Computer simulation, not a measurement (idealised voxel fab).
Process module, titled voxel spacer lines
Pictured: cross-section cut, 300 nm wide, on a grid of 5 nm square cells.
In this document a cross-section is written as a grid of square cells. It is given as a series of bands, listed from the top down, and a band is one or more rows of cells.
What a band's entry tells you: where the top is and where the bottom is, as heights in nm, and after that what lies inside, material by material from left to right, each with its width in nm. Empty space is written as the word "blank", and a single material marked with the word "all across" occupies the band from edge to edge.
Height datum 0, below which the as-received substrate wafer is one material. Lowest band open at the bottom, running downward: "0 nm and below".
With a width like "30 to 40", each row of cells in the band differs from the next by the same amount, the top row carrying the first number and the bottom row the second.
For the purposes of this document, the phrase "no alteration" attached to a step denotes that no cell within the cross-section was modified by that step.
In the "Fully closed voids" entry, you get each enclosed empty space of 8 cells or more, one with no open way to the top, written width x height at distance, distance from the left edge, in nm.
Past the settings on a step's line: simulator remark, on that step.
"overlay nm", when on a step's line for a step with a mask, measures how far to the right of its planned place the mask lay; a negative measure means to the left.

## The following list gives the planned process steps
step 1: RECEIVE (material Si)
step 2: CONFORMAL_DEP (material Al2O3; thk nm 10)
step 3: DIRECTIONAL_DEP (material W; thk nm 15)
step 4: DIRECTIONAL_DEP (material polySi; thk nm 25)
step 5: PATTERN (tone cover; mask id MANDREL; material resist; width nm 15; pitch nm 50; thk nm 30; overlay nm 0)
step 6: DIRECTIONAL_ETCH (etch materials polySi; depth nm 25)
step 7: STRIP (etch materials resist)
step 8: CONFORMAL_DEP (material SiO2; thk nm 10)
step 9: DIRECTIONAL_ETCH (etch materials SiO2; depth nm 10)
step 10: STRIP (etch materials polySi)
step 11: DIRECTIONAL_ETCH (etch materials W; depth nm 15)
step 12: STRIP (etch materials SiO2)
step 13: FILL_DEP (material SiO2; thk nm 5)
step 14: CMP (height nm 25)

## This is the cross-section of the wafer as we received it, i.e. after step 1
0 nm and below = Si all across
Fully closed voids: none

## First of two wafers at the end of the module, shown in cross-section; run carried out as planned
25 nm to 10 nm = SiO2 105  W 10  SiO2 15  W 10  SiO2 15  W 10  SiO2 15  W 10  SiO2 110
10 nm to 0 nm = Al2O3 all across
0 nm and below = Si all across
Fully closed voids: none

## The second wafer, shown in cross-section after the module: started the same way as the first and given the same plan, yet one mistake crept into how it was run
25 nm to 20 nm = SiO2 105  W 35  SiO2 15  W 35  SiO2 110
20 nm to 10 nm = W all across
10 nm to 0 nm = Al2O3 all across
0 nm and below = Si all across
Fully closed voids: none
The plan and the run diverged here: step 8 did not happen as planned, as run it was CONFORMAL_DEP (material W; thk nm 10)
Final wafer comparison in cells, second versus first, more or fewer per material: SiO2 -110 | W +110
